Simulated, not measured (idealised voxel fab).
Process module, titled voxel released beams
240 nm wide, 5 nm square cells: that's cross-section cut.
Cross-section layout: square cells on a grid; listed as bands, top to bottom; a band spans one or more cell rows. Top height, bottom height, nm. Materials left to right, width each, nm. Single material + "edge to edge" = fills band edge to edge. "empty" = empty. Measure heights from 0. That's the level where, below it, the as-received wafer is all one material. The lowest band is bottomless and extends downward; write it as in "z 0 and below". When a width is written as two numbers, as in "30 to 40", the first number is the width in the top row of cells of the band and the second is the width in its bottom row, and the width changes by the same amount from each row to the next. Any step labelled "everything unchanged" changed none of the cells in the cross-section. In "Enclosed void listing" the enclosed voids are listed, meaning empty spaces of 8 cells or larger without any opening to the top. The form is width x height at distance, distance from the left edge, units nm. On a step's line, text after the settings is the simulator commenting on that step. If you see "overlay nm" on a step's line and that step has a mask, it's telling you how far right of where it was planned the mask ended up; a negative number means it went left instead.

-- These are the steps we planned for the process
| 1 | RECEIVE [material Si] |
| 2 | CONFORMAL_DEP [material SiN] [thk nm 5] |
| 3 | DIRECTIONAL_DEP [material SiO2] [thk nm 15] |
| 4 | PATTERN [tone open] [mask id ANCHOR] [material resist] [width nm 40] [thk nm 15] [overlay nm 0] |
| 5 | DIRECTIONAL_ETCH [etch materials SiO2] [depth nm 15] |
| 6 | STRIP [etch materials resist] |
| 7 | CONFORMAL_DEP [material TiN] [thk nm 15] |
| 8 | MASKED_ETCH [tone cover] [mask id BEAM] [width nm 85] [etch materials TiN] [depth nm 15] [overlay nm 0] |
| 9 | STRIP [etch materials SiO2] |

-- Wafer as received: cross-section following step 1
    z 0 and below | Si edge to edge
    Enclosed void listing: none

-- Look at the cross-section after the module: the wafer started out the way shown above and the plan was the one shown above, yet one mistake was made along the way
    z 35 to 20 | empty 85, then TiN 10, then empty 10, then TiN 65, then empty 70
    z 20 to 5 | empty 80, then TiN 40, then empty 120
    z 5 to 0 | SiN edge to edge
    z 0 and below | Si edge to edge
    Enclosed void listing: none
Where did the run depart from the plan? heads up, step 8 didn't go per plan, it actually ran as MASKED_ETCH [tone cover] [mask id BEAM] [width nm 85] [etch materials TiN] [depth nm 15] [overlay nm 10]
